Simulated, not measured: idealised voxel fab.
Process module under the name voxel self aligned vias
Xsec cut, 280 nm wide, square cell size 5 nm.
In what follows, cross-sections appear as grids of square cells, described through bands that run from the top down, where every band is one or more rows of cells.
Top, bottom (nm), then materials left to right with widths (nm); lone material tagged "everywhere" fills the whole band edge to edge; "blank" = empty space.
Height datum 0, below which the as-received substrate wafer is one material. Lowest band open at the bottom, running downward: "0 nm and below".
The width entry "30..40" should be interpreted row by row: the top row of cells in the band takes the first number, the bottom row takes the second number, and the change between adjacent rows is uniform throughout.
No cell of the cross-section changed in a step that is given as "nothing changed".
The label "Fully closed voids" introduces a list of the empty spaces, 8 cells or larger, that have no open way up to the top; each entry in it reads width x height at distance, where the distance is taken from the left edge and all three are stated in nm.
It should be noted that, on the line of a given step, the content following the step's settings is a remark produced by the simulator itself with respect to that step.
overlay nm: on a step with a mask, how far right of its planned place the mask lay; negative means left.

plan
| 1 | RECEIVE [material Si] |
| 2 | CONFORMAL_DEP [material SiO2] [thk nm 10] |
| 3 | CONFORMAL_DEP [material SiCN] [thk nm 5] |
| 4 | DIRECTIONAL_DEP [material SiO2] [thk nm 25] |
| 5 | PATTERN [tone open] [mask id LINES] [material resist] [width nm 25] [pitch nm 60] [thk nm 20] [overlay nm 0] |
| 6 | DIRECTIONAL_ETCH [etch materials SiO2] [depth nm 25] |
| 7 | STRIP [etch materials resist] |
| 8 | CONFORMAL_DEP [material TiN] [thk nm 5] |
| 9 | FILL_DEP [material Ru] [thk nm 10] |
| 10 | CMP [height nm 40] |
| 11 | SELECTIVE_ETCH [etch materials W Ru TiN] [depth nm 10] |
| 12 | FILL_DEP [material SiN] [thk nm 5] |
| 13 | CMP [height nm 40] |
| 14 | DIRECTIONAL_DEP [material SiO2] [thk nm 20] |
| 15 | MASKED_ETCH [tone open] [mask id VIAS] [width nm 35] [pitch nm 60] [etch materials SiO2] [depth nm 20] [overlay nm 0] |
| 16 | MASKED_ETCH [tone open] [mask id VIAS] [width nm 35] [pitch nm 60] [etch materials SiN] [depth nm 10] [overlay nm 0] |
| 17 | CONFORMAL_DEP [material TiN] [thk nm 5] |
| 18 | FILL_DEP [material Ru] [thk nm 5] |
| 19 | CMP [height nm 60] |
| 20 | CONFORMAL_DEP [material SiCN] [thk nm 5] |

Delivered wafer in cross-section: state after step 1
0 nm and below  Si everywhere
Fully closed voids: none

first wafer at the end, as planned
65 nm to 60 nm  SiCN everywhere
60 nm to 45 nm  90 nm SiO2; 5 nm TiN; 25 nm Ru; 5 nm TiN; 25 nm SiO2; 5 nm TiN; 25 nm Ru; 5 nm TiN; 95 nm SiO2
45 nm to 35 nm  90..95 nm SiO2; 10..5 nm TiN; 15 nm Ru; 10..5 nm TiN; 25..35 nm SiO2; 10..5 nm TiN; 15 nm Ru; 10..5 nm TiN; 95..100 nm SiO2
35 nm to 30 nm  95 nm SiO2; 25 nm TiN; 35 nm SiO2; 25 nm TiN; 100 nm SiO2
30 nm to 20 nm  95 nm SiO2; 5 nm TiN; 15 nm Ru; 5 nm TiN; 35 nm SiO2; 5 nm TiN; 15 nm Ru; 5 nm TiN; 100 nm SiO2
20 nm to 15 nm  95 nm SiO2; 25 nm TiN; 35 nm SiO2; 25 nm TiN; 100 nm SiO2
15 nm to 10 nm  SiCN everywhere
10 nm to 0 nm  SiO2 everywhere
0 nm and below  Si everywhere
Fully closed voids: none

Cross-section, second wafer: same start as the first, same plan as the first, one mistake in running it; taken at the end of the module
65 nm to 60 nm  SiCN everywhere
60 nm to 45 nm  95 nm SiO2; 5 nm TiN; 25 nm Ru; 5 nm TiN; 25 nm SiO2; 5 nm TiN; 25 nm Ru; 5 nm TiN; 90 nm SiO2
45 nm to 35 nm  95 nm SiO2; 5 nm TiN; 15 nm Ru; 15..5 nm TiN; 25..35 nm SiO2; 5 nm TiN; 15 nm Ru; 15..5 nm TiN; 90..100 nm SiO2
35 nm to 30 nm  95 nm SiO2; 25 nm TiN; 35 nm SiO2; 25 nm TiN; 100 nm SiO2
30 nm to 20 nm  95 nm SiO2; 5 nm TiN; 15 nm Ru; 5 nm TiN; 35 nm SiO2; 5 nm TiN; 15 nm Ru; 5 nm TiN; 100 nm SiO2
20 nm to 15 nm  95 nm SiO2; 25 nm TiN; 35 nm SiO2; 25 nm TiN; 100 nm SiO2
15 nm to 10 nm  SiCN everywhere
10 nm to 0 nm  SiO2 everywhere
0 nm and below  Si everywhere
Fully closed voids: none
Nonconformance to the process plan: step 15 was processed under conditions differing from the plan, specifically as MASKED_ETCH [tone open] [mask id VIAS] [width nm 35] [pitch nm 60] [etch materials SiO2] [depth nm 20] [overlay nm 5]
Cell counts per material: same on both final wafers. Positions: different.
